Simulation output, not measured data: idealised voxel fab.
Proc. module: voxel ribs on slabs
220 nm wide, 5 nm square cells: that's cross-section cut.
Cross-section, as written here: a square-cell grid given band by band from the top down, where a band holds one or more rows of cells.
The entry gives the band's vertical extent as a top height and a bottom height in nm, then its horizontal make-up as materials from left to right, each with a width in nm. "air" stands for empty space; a single material marked "everywhere" fills the band edge to edge.
The reference from which all heights are counted is 0, the level beneath which the as-received wafer is entirely one material; the lowest band, having no lower bound, proceeds downward and is written after the example "0 nm and below".
It should be noted that a width expressed as "30..40" varies in equal increments from row to row of cells within the band, taking the value of the first number at the top row and that of the second number at the bottom row.
Given "changes: none" for a step, no cell of the cross-section differs between before and after that step.
This entry, "Entrapped void list", enumerates those empty regions of no fewer than 8 cells that possess no open connection to the top. Each region is reported in the form width x height at distance, the distance being taken from the left edge, with all three quantities expressed in nm.
That trailing text on a step's line, after the settings, is the simulator's own remark on the step.
Among the settings permitted on a step's line is "overlay nm"; applied to a step with a mask, it specifies the extent to which the mask lay to the right of its planned position, whereas a negative figure signifies a position to the left.

## This section lists the process steps that were planned
1. RECEIVE [material Si]
2. DIRECTIONAL_DEP [material SiO2] [thk nm 30]
3. DIRECTIONAL_DEP [material polySi] [thk nm 15]
4. PATTERN [tone cover] [mask id RIB] [material resist] [width nm 20] [thk nm 15] [overlay nm 0]
5. DIRECTIONAL_ETCH [etch materials polySi] [depth nm 10]
6. STRIP [etch materials resist]
7. MASKED_ETCH [tone cover] [mask id SLAB] [width nm 70] [etch materials polySi] [depth nm 5] [overlay nm 0]
8. FILL_DEP [material SiO2] [thk nm 15]
9. CMP [height nm 55]
10. DIRECTIONAL_DEP [material TiN] [thk nm 5]
11. DIRECTIONAL_DEP [material aC] [thk nm 15]
12. PATTERN [tone cover] [mask id HEATER] [material resist] [width nm 30] [thk nm 35] [overlay nm 0]
13. DIRECTIONAL_ETCH [etch materials aC] [depth nm 15]
14. STRIP [etch materials resist]
15. DIRECTIONAL_ETCH [etch materials TiN] [depth nm 5]
16. STRIP [etch materials aC]
17. CONFORMAL_DEP [material SiO2] [thk nm 5]

## Shown in cross-section is the wafer as received, that is, as it stands after step 1
* 0 nm and below = Si everywhere
* Entrapped void list: none

## Result of the module, cross-sectioned: start per above, plan per above, one error in how it was run
* 75 nm to 70 nm = air 90 nm | SiO2 40 nm | air 90 nm
* 70 nm to 65 nm = SiO2 95 nm | TiN 30 nm | SiO2 95 nm
* 65 nm to 55 nm = TiN everywhere
* 55 nm to 45 nm = SiO2 everywhere
* 45 nm to 35 nm = SiO2 100 nm | polySi 20 nm | SiO2 100 nm
* 35 nm to 30 nm = SiO2 75 nm | polySi 70 nm | SiO2 75 nm
* 30 nm to 0 nm = SiO2 everywhere
* 0 nm and below = Si everywhere
* Entrapped void list: none
Deviation noted in wafer processing: heads up, step 10 didn't go per plan, it actually ran as DIRECTIONAL_DEP [material TiN] [thk nm 15]
